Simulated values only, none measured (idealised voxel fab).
Process module, titled voxel trench capacitor
We display cut, a cross-section 285 nm in width whose square cells are each 5 nm.
This document writes a cross-section as a grid whose cells are square, and gives it as bands, listed from the top down; one or more rows of cells form a band.
A band entry consists of two parts. The first gives the height of the band's top and the height of its bottom, in nm. The rest lists the band's materials from left to right, each with its width in nm. A single material labelled with the word "all across" fills the band from edge to edge, and the word "air" marks empty space.
For the purposes of this specification, 0 denotes the height below which the wafer in its as-received condition is composed wholly of one material, and the lowermost band, lacking a lower limit, extends downward without end, as expressed in "top 0, no bottom".
A width such as "30 to 40" changes by the same amount from each row of cells to the next, from the band's top row to its bottom row.
Key: "same as before" - step with no changed cell in the cross-section.
"Cavities, sealed" contains a list of empty spaces, each no smaller than 8 cells and without an open way to the top, written in the form width x height at distance with the distance from the left edge and all three in nm.
Past the settings on a step's line: simulator remark, on that step.
A step line may carry the setting "overlay nm", which, for steps involving a mask, states the distance by which the mask lay to the right of its intended position; negative values denote displacement to the left.

The process steps that were planned are listed below
step 1: RECEIVE with material Si
step 2: CONFORMAL_DEP with material SiN, thk nm 10
step 3: MASKED_ETCH with tone open, mask id TRENCH, width nm 25, pitch nm 55, etch materials SiN, depth nm 10, overlay nm 0
step 4: MASKED_ETCH with tone open, mask id TRENCH, width nm 25, pitch nm 55, etch materials Si, depth nm 40, overlay nm 0
step 5: CONFORMAL_DEP with material HfO2, thk nm 5
step 6: CONFORMAL_DEP with material TiN, thk nm 5
step 7: FILL_DEP with material W, thk nm 10
step 8: CMP with height nm 10

Delivered wafer in cross-section: state after step 1
- top 0, no bottom: Si all across
- Cavities, sealed: none

First wafer of two, sectioned at end of module; run went per plan
- top 10, bottom 0: 100 of SiN  5 of HfO2  5 of TiN  5 of W  5 of TiN  5 of HfO2  30 of SiN  5 of HfO2  5 of TiN  5 of W  5 of TiN  5 of HfO2  105 of SiN
- top 0, bottom -30: 100 of Si  5 of HfO2  5 of TiN  5 of W  5 of TiN  5 of HfO2  30 of Si  5 of HfO2  5 of TiN  5 of W  5 of TiN  5 of HfO2  105 of Si
- top -30, bottom -35: 100 of Si  5 of HfO2  15 of TiN  5 of HfO2  30 of Si  5 of HfO2  15 of TiN  5 of HfO2  105 of Si
- top -35, bottom -40: 100 of Si  25 of HfO2  30 of Si  25 of HfO2  105 of Si
- top -40, no bottom: Si all across
- Cavities, sealed: none

The second wafer, shown in cross-section after the module: started the same way as the first and given the same plan, yet one mistake crept into how it was run
- top 10, bottom 0: 100 of SiN  5 of HfO2  5 of TiN  5 of HfO2  5 of TiN  5 of HfO2  30 of SiN  5 of HfO2  5 of TiN  5 of HfO2  5 of TiN  5 of HfO2  105 of SiN
- top 0, bottom -30: 100 of Si  5 of HfO2  5 of TiN  5 of HfO2  5 of TiN  5 of HfO2  30 of Si  5 of HfO2  5 of TiN  5 of HfO2  5 of TiN  5 of HfO2  105 of Si
- top -30, bottom -35: 100 of Si  5 of HfO2  15 of TiN  5 of HfO2  30 of Si  5 of HfO2  15 of TiN  5 of HfO2  105 of Si
- top -35, bottom -40: 100 of Si  25 of HfO2  30 of Si  25 of HfO2  105 of Si
- top -40, no bottom: Si all across
- Cavities, sealed: none
So what did we get wrong on this run? step 7 ran with different settings than intended, the actual operation and settings being FILL_DEP with material HfO2, thk nm 10
At the finish, the second wafer shows more or fewer cells for some materials than the first does: 16 more of HfO2; 16 fewer of W
